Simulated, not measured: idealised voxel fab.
Module name: voxel ribs on slabs (process module)
Xsec cut, 205 nm wide, square cell size 5 nm.
In this document a cross-section is written as a grid of square cells. It is given as a series of bands, listed from the top down, and a band is one or more rows of cells.
Quick guide to a band line: top height, bottom height (nm) up front; then every material left to right with its width in nm. Only one material and it's marked "all across"? Then it fills the band edge to edge. And "empty" just means empty space.
Heights are measured from 0, the level below which the as-received wafer is all one material; the lowest band has no bottom and continues downward, written as in "0 down".
Width: "30 to 40" (first number = top row, second number = bottom row, same change from row to row of cells).
"no alteration" after a step means that no cell of the cross-section changed.
"Closed void roster" contains a list of empty spaces, each no smaller than 8 cells and without an open way to the top, written in the form width x height at distance with the distance from the left edge and all three in nm.
Step line, after settings: the simulator's comment on this step.
overlay nm: for a step with a mask, the amount by which the mask lay right of where it was planned; a negative amount means left of it.

**Listed below are the process steps as planned**
step 1: RECEIVE (material Si)
step 2: DIRECTIONAL_DEP (material SiO2; thk nm 20)
step 3: DIRECTIONAL_DEP (material SiN; thk nm 25)
step 4: DIRECTIONAL_DEP (material aC; thk nm 10)
step 5: PATTERN (tone cover; mask id RIB; material resist; width nm 20; thk nm 25; overlay nm 0)
step 6: DIRECTIONAL_ETCH (etch materials aC; depth nm 10)
step 7: STRIP (etch materials resist)
step 8: DIRECTIONAL_ETCH (etch materials SiN; depth nm 15)
step 9: STRIP (etch materials aC)
step 10: MASKED_ETCH (tone cover; mask id SLAB; width nm 70; etch materials SiN; depth nm 10; overlay nm 0)
step 11: FILL_DEP (material SiO2; thk nm 20)
step 12: CMP (height nm 55)
step 13: DIRECTIONAL_DEP (material TiN; thk nm 5)
step 14: PATTERN (tone cover; mask id HEATER; material resist; width nm 30; thk nm 15; overlay nm 0)
step 15: DIRECTIONAL_ETCH (etch materials TiN; depth nm 5)
step 16: STRIP (etch materials resist)
step 17: CONFORMAL_DEP (material SiN; thk nm 10)

**First of the two wafers, run per plan**

**This is the cross-section of the wafer as we received it, i.e. after step 1**
  0 down: Si all across
  Closed void roster: none

**State of the wafer after step 2, shown in cross-section**
  20 to 0: SiO2 all across
  Heights below 0 show no change.

**State of the wafer after step 3, shown in cross-section**
  45 to 20: SiN all across
  Heights below 20 show no change.

**State of the wafer after step 4, shown in cross-section**
  55 to 45: aC all across
  Heights below 45 show no change.

**State of the wafer after step 5, shown in cross-section**
  80 to 55: empty (90), then resist (20), then empty (95)
  Heights below 55 show no change.

**State of the wafer after step 6, shown in cross-section**
  70 to 55: empty (90), then resist (20), then empty (95)
  55 to 45: empty (90), then aC (20), then empty (95)
  Heights below 45 show no change.

**State of the wafer after step 7, shown in cross-section**
  55 to 45: empty (90), then aC (20), then empty (95)
  Heights below 45 show no change.

**State of the wafer after step 8, shown in cross-section**
  55 to 45: empty (90), then aC (20), then empty (95)
  45 to 30: empty (90), then SiN (20), then empty (95)
  Heights below 30 show no change.

**State of the wafer after step 9, shown in cross-section**
  45 to 30: empty (90), then SiN (20), then empty (95)
  Heights below 30 show no change.

**State of the wafer after step 10, shown in cross-section**
  45 to 30: empty (90), then SiN (20), then empty (95)
  30 to 20: empty (65), then SiN (70), then empty (70)
  Heights below 20 show no change.

**State of the wafer after step 11, shown in cross-section**
  65 to 45: SiO2 all across
  45 to 30: SiO2 (90), then SiN (20), then SiO2 (95)
  30 to 20: SiO2 (65), then SiN (70), then SiO2 (70)
  Heights below 20 show no change.

**State of the wafer after step 12, shown in cross-section**
  55 to 45: SiO2 all across
  Heights below 45 show no change.

**State of the wafer after step 13, shown in cross-section**
  60 to 55: TiN all across
  Heights below 55 show no change.

**State of the wafer after step 14, shown in cross-section**
  75 to 60: empty (85), then resist (30), then empty (90)
  Heights below 60 show no change.

**State of the wafer after step 15, shown in cross-section**
  75 to 60: empty (85), then resist (30), then empty (90)
  60 to 55: empty (85), then TiN (30), then empty (90)
  Heights below 55 show no change.

**State of the wafer after step 16, shown in cross-section**
  60 to 55: empty (85), then TiN (30), then empty (90)
  Heights below 55 show no change.

**State of the wafer after step 17, shown in cross-section**
  70 to 65: empty (75), then SiN (50), then empty (80)
  65 to 60: SiN all across
  60 to 55: SiN (85), then TiN (30), then SiN (90)
  Heights below 55 show no change.

**Now the other wafer: same start, same recipe, but we messed up one thing when running it. Up to and including step 11 it's the same as the first one**

**What the second wafer looks like in cross-section when step 12 should have wrapped up**
  45 to 30: SiO2 (90), then SiN (20), then SiO2 (95)
  Heights below 30 show no change.

**What the second wafer looks like in cross-section when step 13 should have wrapped up**
  50 to 45: TiN all across
  Heights below 45 show no change.

**What the second wafer looks like in cross-section when step 14 should have wrapped up**
  65 to 50: empty (85), then resist (30), then empty (90)
  Heights below 50 show no change.

**What the second wafer looks like in cross-section when step 15 should have wrapped up**
  65 to 50: empty (85), then resist (30), then empty (90)
  50 to 45: empty (85), then TiN (30), then empty (90)
  Heights below 45 show no change.

**What the second wafer looks like in cross-section when step 16 should have wrapped up**
  50 to 45: empty (85), then TiN (30), then empty (90)
  Heights below 45 show no change.

**What the second wafer looks like in cross-section when step 17 should have wrapped up**
  60 to 55: empty (75), then SiN (50), then empty (80)
  55 to 50: SiN all across
  50 to 45: SiN (85), then TiN (30), then SiN (90)
  Heights below 45 show no change.
The plan and the run diverged here: step 12 changed vs plan, executed as CMP (height nm 45)
The final cell counts differ between the wafers, with the second having more or fewer of some materials than the first: -82 SiO2
